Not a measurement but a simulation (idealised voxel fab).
Documented hereafter: the process module known as voxel tone inversion.
Shown is cross-section cut, with a width of 165 nm and square cells of size 5 nm.
The cross-sections in this document take the form of a grid made of square cells. They are written out as bands, in order from top to bottom. Each band consists of one or more rows of cells.
This entry defines a band. It first specifies the height of the band's top and the height of its bottom in nm, and then specifies the band's materials from left to right, stating each material with its width in nm. The word "all across" identifies a single material that fills the band from edge to edge, while the word "empty" identifies empty space.
Height is counted from the level 0, under which the received wafer is composed throughout of one material. The lowest of the bands is not closed at the bottom but continues downward, in the notation "top 0, no bottom".
Width: "30 to 40" (first number = top row, second number = bottom row, same change from row to row of cells).
Step note "everything unchanged" = no cross-section cell changed.
"Completely sealed voids" enumerates empty spaces isolated from the top, with no open way to it, that contain at least 8 cells, giving each as width x height at distance from the left edge, all three in nm.
On a step's line, text after the settings is the simulator commenting on that step.
overlay nm: on a step with a mask, how far right of its planned place the mask lay; negative means left.
**Planned step list for the process**
1. RECEIVE [material Si]
2. CONFORMAL_DEP [material SiN] [thk nm 5]
3. DIRECTIONAL_DEP [material aC] [thk nm 20]
4. PATTERN [tone cover] [mask id POSTS] [material resist] [width nm 15] [pitch nm 30] [thk nm 30] [overlay nm 0]
5. DIRECTIONAL_ETCH [etch materials aC] [depth nm 20]
6. STRIP [etch materials resist]
7. FILL_DEP [material lowk] [thk nm 5]
8. CMP [height nm 25]
9. STRIP [etch materials aC]
Where the wafers of this document differ is in the thk nm of step 2; they start out the same, and the plan states the value that applied to the first wafer.
**Cross-section: the first of several wafers in its as-received state, i.e. following step 1**
top 0, no bottom  Si all across
Completely sealed voids: none
**Tabulated below, wafer by wafer, are the end-of-module results: for each material, the number of cells gained (+) or lost (-) relative to the as-received state, followed by the closed voids**
thk nm 5 | +33 SiN | +84 lowk | Completely sealed voids: none
thk nm 10 | +66 SiN | +63 lowk | Completely sealed voids: none
thk nm 15 | +99 SiN | +42 lowk | Completely sealed voids: none
thk nm 20 | +132 SiN | +21 lowk | Completely sealed voids: none
